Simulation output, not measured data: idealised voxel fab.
process module | voxel trench capacitor
cross-section cut | 255 nm wide | cells 5 nm
A cross-section is a grid of square cells, given in bands from the top down. A band is one or more rows of cells.
Each band's line starts with the height of the band's top and of its bottom, in nm. Then come its materials from left to right, each with its width in nm. One material with "throughout" fills the band from edge to edge. "air" is empty space.
Height 0 is the level under which the wafer as received is all one material. The lowest band goes on downwards, as in "0 down".
A width such as "30 to 40" changes by the same amount from each row of cells to the next, from the band's top row to its bottom row.
"no change" after a step means that no cell of the cross-section changed.
closed voids: empty space of 8 cells or more with no open way to the top, each as width x height at its distance from the left edge, in nm
after a step's settings: what the simulator itself notes on the step
overlay nm, on a step with a mask: how far to the right of its planned place the mask lay; to the left if negative
plan
1 op RECEIVE | material Si
2 op CONFORMAL_DEP | material SiN | thk nm 5
3 op PATTERN | tone open | mask id TRENCH | material resist | width nm 25 | pitch nm 50 | thk nm 20 | overlay nm 0
4 op DIRECTIONAL_ETCH | etch materials SiN | depth nm 5
5 op DIRECTIONAL_ETCH | etch materials Si | depth nm 30
6 op STRIP | etch materials resist
7 op CONFORMAL_DEP | material HfO2 | thk nm 5
8 op CONFORMAL_DEP | material TiN | thk nm 5
9 op FILL_DEP | material W | thk nm 10
10 op CMP | height nm 5
as received, after step 1
  0 down: Si throughout
  closed voids: none
a wafer at the end: this start, this plan, one mistake
  5 to 0: SiN 75 | HfO2 5 | TiN 5 | W 5 | TiN 5 | HfO2 5 | SiN 25 | HfO2 5 | TiN 5 | W 5 | TiN 5 | HfO2 5 | SiN 25 | HfO2 5 | TiN 5 | W 5 | TiN 5 | HfO2 5 | SiN 55
  0 to -20: Si 75 | HfO2 5 | TiN 5 | W 5 | TiN 5 | HfO2 5 | Si 25 | HfO2 5 | TiN 5 | W 5 | TiN 5 | HfO2 5 | Si 25 | HfO2 5 | TiN 5 | W 5 | TiN 5 | HfO2 5 | Si 55
  -20 to -25: Si 75 | HfO2 5 | TiN 15 | HfO2 5 | Si 25 | HfO2 5 | TiN 15 | HfO2 5 | Si 25 | HfO2 5 | TiN 15 | HfO2 5 | Si 55
  -25 to -30: Si 75 | HfO2 25 | Si 25 | HfO2 25 | Si 25 | HfO2 25 | Si 55
  -30 down: Si throughout
  closed voids: none
what went wrong: step 3 ran as: op PATTERN | tone open | mask id TRENCH | material resist | width nm 25 | pitch nm 50 | thk nm 20 | overlay nm 10
